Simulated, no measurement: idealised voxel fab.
This section sets out a process module, namely voxel self aligned contacts.
Section cut is 180 nm wide and gridded with 5 nm square cells.
Reading order for cross-sections: top band down to bottom band. Underlying form: a grid of square cells. Band size: one or more rows of cells.
This entry defines a band. It first specifies the height of the band's top and the height of its bottom in nm, and then specifies the band's materials from left to right, stating each material with its width in nm. The word "all across" identifies a single material that fills the band from edge to edge, while the word "empty" identifies empty space.
Beneath 0, the wafer as received is one material, and that level is where height counting begins. The lowest band goes on downward without a bottom; it is written like "0 -> down".
Per-row width for "30->40": begins at first number (top row of band), ends at second number (bottom row), increment between rows held constant.
Step marked "same as before"? Then no cell in the cross-section changed in it.
If an empty space has no open way to the top and is at least 8 cells in size, "closed voids" lists it, written width x height at distance, where distance is measured from the left edge and every value is in nm.
Text after the settings on a step's line: the simulator's own remark on that step.
You can add "overlay nm" to a step's line. For a step with a mask, it describes how far the mask lay to the right of its planned position, and a negative number describes a lay to the left.
The planned process steps are enumerated hereunder
1. RECEIVE: material Si
2. CONFORMAL_DEP: material SiO2, thk nm 5
3. DIRECTIONAL_DEP: material polySi, thk nm 20
4. DIRECTIONAL_DEP: material SiN, thk nm 15
5. PATTERN: tone cover, mask id GATE, material resist, width nm 30, pitch nm 60, thk nm 20, overlay nm 0
6. DIRECTIONAL_ETCH: etch materials SiN, depth nm 15
7. DIRECTIONAL_ETCH: etch materials polySi, depth nm 20
8. STRIP: etch materials resist
9. CONFORMAL_DEP: material SiN, thk nm 5
10. DIRECTIONAL_ETCH: etch materials SiN, depth nm 5
11. FILL_DEP: material SiO2, thk nm 15
12. CMP: height nm 50
13. PATTERN: tone open, mask id CONTACT, material resist, width nm 40, thk nm 15, overlay nm 0
14. DIRECTIONAL_ETCH: etch materials SiO2, depth nm 50
15. STRIP: etch materials resist
16. CONFORMAL_DEP: material TiN, thk nm 5
17. FILL_DEP: material Ru, thk nm 10
18. CMP: height nm 50
19. CONFORMAL_DEP: material SiN, thk nm 5
Shown in cross-section is the wafer as received, that is, as it stands after step 1
0 -> down | Si all across
closed voids: none
Cross-section: first of two wafers, module finished, run according to plan
55 -> 50 | SiN all across
50 -> 40 | SiO2 70 nm; TiN 5->15 nm; Ru 30->10 nm; TiN 5->15 nm; SiO2 70 nm
40 -> 25 | SiO2 40 nm; SiN 40 nm; TiN 5 nm; Ru 10 nm; TiN 5 nm; SiN 40 nm; SiO2 40 nm
25 -> 5 | SiO2 40 nm; SiN 5 nm; polySi 30 nm; SiN 5 nm; TiN 5 nm; Ru 10 nm; TiN 5 nm; SiN 5 nm; polySi 30 nm; SiN 5 nm; SiO2 40 nm
5 -> 0 | SiO2 80 nm; TiN 20 nm; SiO2 80 nm
0 -> down | Si all across
closed voids: none
End-of-module cross-section of the second wafer: identical starting point and process plan to the first, with one processing mistake
55 -> 50 | SiN all across
50 -> 40 | SiO2 80 nm; TiN 5 nm; Ru 30->10 nm; TiN 5->25 nm; SiO2 60 nm
40 -> 25 | SiO2 40 nm; SiN 40 nm; TiN 5 nm; Ru 10 nm; TiN 5 nm; SiN 40 nm; SiO2 40 nm
25 -> 5 | SiO2 40 nm; SiN 5 nm; polySi 30 nm; SiN 5 nm; TiN 5 nm; Ru 10 nm; TiN 5 nm; SiN 5 nm; polySi 30 nm; SiN 5 nm; SiO2 40 nm
5 -> 0 | SiO2 80 nm; TiN 20 nm; SiO2 80 nm
0 -> down | Si all across
closed voids: none
So what did we get wrong on this run? note that step 13 departed from the planned setting and was carried out as PATTERN: tone open, mask id CONTACT, material resist, width nm 40, thk nm 15, overlay nm 10
Upon completion, the cell count for each material on the second wafer equals that on the first, whereas the spatial distribution of those cells differs.
